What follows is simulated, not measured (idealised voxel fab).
The document below concerns the process module designated voxel gate over fins.
It is cross-section cut that appears here, measuring 220 nm in width, its square cells being 5 nm in size.
A cross-section is a grid of square cells, given in bands from the top down. A band is one or more rows of cells.
Each band's line starts with the height of the band's top and of its bottom, in nm. Then come its materials from left to right, each with its width in nm. One material with "throughout" fills the band from edge to edge. "air" is empty space.
The level at which height equals 0 is the one under which the wafer, as it arrives, is entirely one material. No lower edge exists for the bottom band, which continues downward and is notated as in "0 down".
The width entry "30 to 40" should be interpreted row by row: the top row of cells in the band takes the first number, the bottom row takes the second number, and the change between adjacent rows is uniform throughout.
Where a step carries "everything unchanged", the cross-section came out of it unchanged, cell for cell.
"Sealed internal voids" contains a list of empty spaces, each no smaller than 8 cells and without an open way to the top, written in the form width x height at distance with the distance from the left edge and all three in nm.
Formally, on a step line, whatever follows the settings is a remark that the simulator itself makes on the step.
"overlay nm" answers the question of how far to the right of plan the mask lay on a step that has a mask, and when it is negative the answer is to the left.
# Here's what the planned process steps look like
1) RECEIVE: material Si
2) CONFORMAL_DEP: material SiN, thk nm 5
3) DIRECTIONAL_DEP: material aC, thk nm 10
4) PATTERN: tone cover, mask id FINS, material resist, width nm 15, pitch nm 40, thk nm 25, overlay nm 0
5) DIRECTIONAL_ETCH: etch materials aC, depth nm 10
6) STRIP: etch materials resist
7) DIRECTIONAL_ETCH: etch materials SiN, depth nm 5
8) DIRECTIONAL_ETCH: etch materials Si, depth nm 40
9) STRIP: etch materials aC
10) OXIDIZE: depth nm 5
11) FILL_DEP: material SiO2, thk nm 5
12) CMP: height nm 5
13) SELECTIVE_ETCH: etch materials SiO2, depth nm 15
14) STRIP: etch materials SiN
15) CONFORMAL_DEP: material HfO2, thk nm 5
16) CONFORMAL_DEP: material TiN, thk nm 5
17) CONFORMAL_DEP: material TiAl, thk nm 5
18) CONFORMAL_DEP: material TiN, thk nm 5
19) FILL_DEP: material W, thk nm 10
20) CMP: height nm 25
21) CONFORMAL_DEP: material SiCN, thk nm 10
# First of two wafers, processed according to plan
# Wafer at receipt (post step 1), cross-section
    0 down: Si throughout
    Sealed internal voids: none
# The following cross-section depicts the wafer upon completion of step 2
    5 to 0: SiN throughout
    Below 0, the layers are the same as they were.
# The following cross-section depicts the wafer upon completion of step 3
    15 to 5: aC throughout
    Below 5, the layers are the same as they were.
# The following cross-section depicts the wafer upon completion of step 4
    40 to 15: 40 air, then 15 resist, then 25 air, then 15 resist, then 25 air, then 15 resist, then 25 air, then 15 resist, then 45 air
    Below 15, the layers are the same as they were.
# The following cross-section depicts the wafer upon completion of step 5
    30 to 15: 40 air, then 15 resist, then 25 air, then 15 resist, then 25 air, then 15 resist, then 25 air, then 15 resist, then 45 air
    15 to 5: 40 air, then 15 aC, then 25 air, then 15 aC, then 25 air, then 15 aC, then 25 air, then 15 aC, then 45 air
    Below 5, the layers are the same as they were.
# The following cross-section depicts the wafer upon completion of step 6
    15 to 5: 40 air, then 15 aC, then 25 air, then 15 aC, then 25 air, then 15 aC, then 25 air, then 15 aC, then 45 air
    Below 5, the layers are the same as they were.
# The following cross-section depicts the wafer upon completion of step 7
    15 to 5: 40 air, then 15 aC, then 25 air, then 15 aC, then 25 air, then 15 aC, then 25 air, then 15 aC, then 45 air
    5 to 0: 40 air, then 15 SiN, then 25 air, then 15 SiN, then 25 air, then 15 SiN, then 25 air, then 15 SiN, then 45 air
    Below 0, the layers are the same as they were.
# The following cross-section depicts the wafer upon completion of step 8
    15 to 5: 40 air, then 15 aC, then 25 air, then 15 aC, then 25 air, then 15 aC, then 25 air, then 15 aC, then 45 air
    5 to 0: 40 air, then 15 SiN, then 25 air, then 15 SiN, then 25 air, then 15 SiN, then 25 air, then 15 SiN, then 45 air
    0 to -40: 40 air, then 15 Si, then 25 air, then 15 Si, then 25 air, then 15 Si, then 25 air, then 15 Si, then 45 air
    Below -40, the layers are the same as they were.
# The following cross-section depicts the wafer upon completion of step 9
    5 to 0: 40 air, then 15 SiN, then 25 air, then 15 SiN, then 25 air, then 15 SiN, then 25 air, then 15 SiN, then 45 air
    Below 0, the layers are the same as they were.
# The following cross-section depicts the wafer upon completion of step 10
    5 to 0: 40 air, then 15 SiN, then 25 air, then 15 SiN, then 25 air, then 15 SiN, then 25 air, then 15 SiN, then 45 air
    0 to -40: 40 air, then 5 SiO2, then 5 Si, then 5 SiO2, then 25 air, then 5 SiO2, then 5 Si, then 5 SiO2, then 25 air, then 5 SiO2, then 5 Si, then 5 SiO2, then 25 air, then 5 SiO2, then 5 Si, then 5 SiO2, then 45 air
    -40 to -45: 45 SiO2, then 5 Si, then 35 SiO2, then 5 Si, then 35 SiO2, then 5 Si, then 35 SiO2, then 5 Si, then 50 SiO2
    Below -45, the layers are the same as they were.
# The following cross-section depicts the wafer upon completion of step 11
    10 to 5: SiO2 throughout
    5 to 0: 40 SiO2, then 15 SiN, then 25 SiO2, then 15 SiN, then 25 SiO2, then 15 SiN, then 25 SiO2, then 15 SiN, then 45 SiO2
    0 to -45: 45 SiO2, then 5 Si, then 35 SiO2, then 5 Si, then 35 SiO2, then 5 Si, then 35 SiO2, then 5 Si, then 50 SiO2
    Below -45, the layers are the same as they were.
# The following cross-section depicts the wafer upon completion of step 12
    5 to 0: 40 SiO2, then 15 SiN, then 25 SiO2, then 15 SiN, then 25 SiO2, then 15 SiN, then 25 SiO2, then 15 SiN, then 45 SiO2
    Below 0, the layers are the same as they were.
# The following cross-section depicts the wafer upon completion of step 13
    5 to 0: 40 air, then 15 SiN, then 25 air, then 15 SiN, then 25 air, then 15 SiN, then 25 air, then 15 SiN, then 45 air
    0 to -10: 45 air, then 5 Si, then 35 air, then 5 Si, then 35 air, then 5 Si, then 35 air, then 5 Si, then 50 air
    Below -10, the layers are the same as they were.
# The following cross-section depicts the wafer upon completion of step 14
    0 to -10: 45 air, then 5 Si, then 35 air, then 5 Si, then 35 air, then 5 Si, then 35 air, then 5 Si, then 50 air
    Below -10, the layers are the same as they were.
# The following cross-section depicts the wafer upon completion of step 15
    5 to 0: 40 air, then 15 HfO2, then 25 air, then 15 HfO2, then 25 air, then 15 HfO2, then 25 air, then 15 HfO2, then 45 air
    0 to -5: 40 air, then 5 HfO2, then 5 Si, then 5 HfO2, then 25 air, then 5 HfO2, then 5 Si, then 5 HfO2, then 25 air, then 5 HfO2, then 5 Si, then 5 HfO2, then 25 air, then 5 HfO2, then 5 Si, then 5 HfO2, then 45 air
    -5 to -10: 45 HfO2, then 5 Si, then 35 HfO2, then 5 Si, then 35 HfO2, then 5 Si, then 35 HfO2, then 5 Si, then 50 HfO2
    Below -10, the layers are the same as they were.
# The following cross-section depicts the wafer upon completion of step 16
    10 to 5: 35 air, then 25 TiN, then 15 air, then 25 TiN, then 15 air, then 25 TiN, then 15 air, then 25 TiN, then 40 air
    5 to 0: 35 air, then 5 TiN, then 15 HfO2, then 5 TiN, then 15 air, then 5 TiN, then 15 HfO2, then 5 TiN, then 15 air, then 5 TiN, then 15 HfO2, then 5 TiN, then 15 air, then 5 TiN, then 15 HfO2, then 5 TiN, then 40 air
    0 to -5: 40 TiN, then 5 HfO2, then 5 Si, then 5 HfO2, then 25 TiN, then 5 HfO2, then 5 Si, then 5 HfO2, then 25 TiN, then 5 HfO2, then 5 Si, then 5 HfO2, then 25 TiN, then 5 HfO2, then 5 Si, then 5 HfO2, then 45 TiN
    Below -5, the layers are the same as they were.
# The following cross-section depicts the wafer upon completion of step 17
    15 to 10: 30 air, then 35 TiAl, then 5 air, then 35 TiAl, then 5 air, then 35 TiAl, then 5 air, then 35 TiAl, then 35 air
    10 to 5: 30 air, then 5 TiAl, then 25 TiN, then 5 TiAl, then 5 air, then 5 TiAl, then 25 TiN, then 5 TiAl, then 5 air, then 5 TiAl, then 25 TiN, then 5 TiAl, then 5 air, then 5 TiAl, then 25 TiN, then 5 TiAl, then 35 air
    5 to 0: 35 TiAl, then 5 TiN, then 15 HfO2, then 5 TiN, then 15 TiAl, then 5 TiN, then 15 HfO2, then 5 TiN, then 15 TiAl, then 5 TiN, then 15 HfO2, then 5 TiN, then 15 TiAl, then 5 TiN, then 15 HfO2, then 5 TiN, then 40 TiAl
    Below 0, the layers are the same as they were.
# The following cross-section depicts the wafer upon completion of step 18
    20 to 15: 25 air, then 165 TiN, then 30 air
    15 to 10: 25 air, then 5 TiN, then 35 TiAl, then 5 TiN, then 35 TiAl, then 5 TiN, then 35 TiAl, then 5 TiN, then 35 TiAl, then 5 TiN, then 30 air
    10 to 5: 30 TiN, then 5 TiAl, then 25 TiN, then 5 TiAl, then 5 TiN, then 5 TiAl, then 25 TiN, then 5 TiAl, then 5 TiN, then 5 TiAl, then 25 TiN, then 5 TiAl, then 5 TiN, then 5 TiAl, then 25 TiN, then 5 TiAl, then 35 TiN
    Below 5, the layers are the same as they were.
# The following cross-section depicts the wafer upon completion of step 19
    30 to 20: W throughout
    20 to 15: 25 W, then 165 TiN, then 30 W
    15 to 10: 25 W, then 5 TiN, then 35 TiAl, then 5 TiN, then 35 TiAl, then 5 TiN, then 35 TiAl, then 5 TiN, then 35 TiAl, then 5 TiN, then 30 W
    Below 10, the layers are the same as they were.
# The following cross-section depicts the wafer upon completion of step 20
    25 to 20: W throughout
    Below 20, the layers are the same as they were.
# The following cross-section depicts the wafer upon completion of step 21
    35 to 25: SiCN throughout
    Below 25, the layers are the same as they were.
# Regarding the second of the two wafers: it shared the first wafer's starting condition and process plan, yet one error occurred during its execution. Its history coincides with that of the first wafer up to and including step 16
# Second wafer profile in section, at the moment step 17 of the plan was meant to be complete
    15 to 10: 30 air, then 35 W, then 5 air, then 35 W, then 5 air, then 35 W, then 5 air, then 35 W, then 35 air
    10 to 5: 30 air, then 5 W, then 25 TiN, then 5 W, then 5 air, then 5 W, then 25 TiN, then 5 W, then 5 air, then 5 W, then 25 TiN, then 5 W, then 5 air, then 5 W, then 25 TiN, then 5 W, then 35 air
    5 to 0: 35 W, then 5 TiN, then 15 HfO2, then 5 TiN, then 15 W, then 5 TiN, then 15 HfO2, then 5 TiN, then 15 W, then 5 TiN, then 15 HfO2, then 5 TiN, then 15 W, then 5 TiN, then 15 HfO2, then 5 TiN, then 40 W
    Below 0, the layers are the same as they were.
# Second wafer profile in section, at the moment step 18 of the plan was meant to be complete
    20 to 15: 25 air, then 165 TiN, then 30 air
    15 to 10: 25 air, then 5 TiN, then 35 W, then 5 TiN, then 35 W, then 5 TiN, then 35 W, then 5 TiN, then 35 W, then 5 TiN, then 30 air
    10 to 5: 30 TiN, then 5 W, then 25 TiN, then 5 W, then 5 TiN, then 5 W, then 25 TiN, then 5 W, then 5 TiN, then 5 W, then 25 TiN, then 5 W, then 5 TiN, then 5 W, then 25 TiN, then 5 W, then 35 TiN
    Below 5, the layers are the same as they were.
# Second wafer profile in section, at the moment step 19 of the plan was meant to be complete
    30 to 20: W throughout
    20 to 15: 25 W, then 165 TiN, then 30 W
    15 to 10: 25 W, then 5 TiN, then 35 W, then 5 TiN, then 35 W, then 5 TiN, then 35 W, then 5 TiN, then 35 W, then 5 TiN, then 30 W
    Below 10, the layers are the same as they were.
# Second wafer profile in section, at the moment step 20 of the plan was meant to be complete
    25 to 20: W throughout
    Below 20, the layers are the same as they were.
# Second wafer profile in section, at the moment step 21 of the plan was meant to be complete
    35 to 25: SiCN throughout
    Below 25, the layers are the same as they were.
Misprocessing identified: step 17 was not run as planned; what actually ran was CONFORMAL_DEP: material W, thk nm 5
Counted in cells at the end, the second wafer holds more or fewer of these materials than the first: TiAl: 60 fewer; W: 60 more
